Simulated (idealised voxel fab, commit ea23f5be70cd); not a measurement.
process module | voxel ribs on slabs
cross-section cut | 250 nm wide | cells 5 nm
A cross-section is a grid of square cells, given in bands from the top down. A band is one or more rows of cells.
Each band's line starts with the height of the band's top and of its bottom, in nm. Then come its materials from left to right, each with its width in nm. One material with "throughout" fills the band from edge to edge. "air" is empty space.
Height 0 is the level under which the wafer as received is all one material. The lowest band goes on downwards, as in "0 down".
A width such as "30 to 40" changes by the same amount from each row of cells to the next, from the band's top row to its bottom row.
"no change" after a step means that no cell of the cross-section changed.
closed voids: empty space of 8 cells or more with no open way to the top, each as width x height at its distance from the left edge, in nm
after a step's settings: what the simulator itself notes on the step
overlay nm, on a step with a mask: how far to the right of its planned place the mask lay; to the left if negative
plan
1 op RECEIVE | material Si
2 op DIRECTIONAL_DEP | material SiO2 | thk nm 20
3 op DIRECTIONAL_DEP | material polySi | thk nm 25
4 op MASKED_ETCH | tone cover | mask id RIB | width nm 20 | etch materials polySi | depth nm 10 | overlay nm 0
5 op PATTERN | tone cover | mask id SLAB | material resist | width nm 70 | thk nm 15 | overlay nm 0
6 op DIRECTIONAL_ETCH | etch materials polySi | depth nm 15
7 op STRIP | etch materials resist
8 op FILL_DEP | material SiO2 | thk nm 20
9 op CMP | height nm 55
10 op DIRECTIONAL_DEP | material W | thk nm 5
11 op DIRECTIONAL_DEP | material aC | thk nm 10
12 op PATTERN | tone cover | mask id HEATER | material resist | width nm 30 | thk nm 25 | overlay nm 0
13 op DIRECTIONAL_ETCH | etch materials aC | depth nm 10
14 op STRIP | etch materials resist
15 op DIRECTIONAL_ETCH | etch materials W | depth nm 5
16 op STRIP | etch materials aC
17 op CONFORMAL_DEP | material SiN | thk nm 5
as received, after step 1
  0 down: Si throughout
  closed voids: none
a wafer at the end: this start, this plan, one mistake
  60 to 55: air 110 | W 30 | air 110
  55 to 45: SiO2 throughout
  45 to 35: SiO2 115 | polySi 20 | SiO2 115
  35 to 20: SiO2 90 | polySi 70 | SiO2 90
  20 to 0: SiO2 throughout
  0 down: Si throughout
  closed voids: none
what went wrong: step 17 was left out
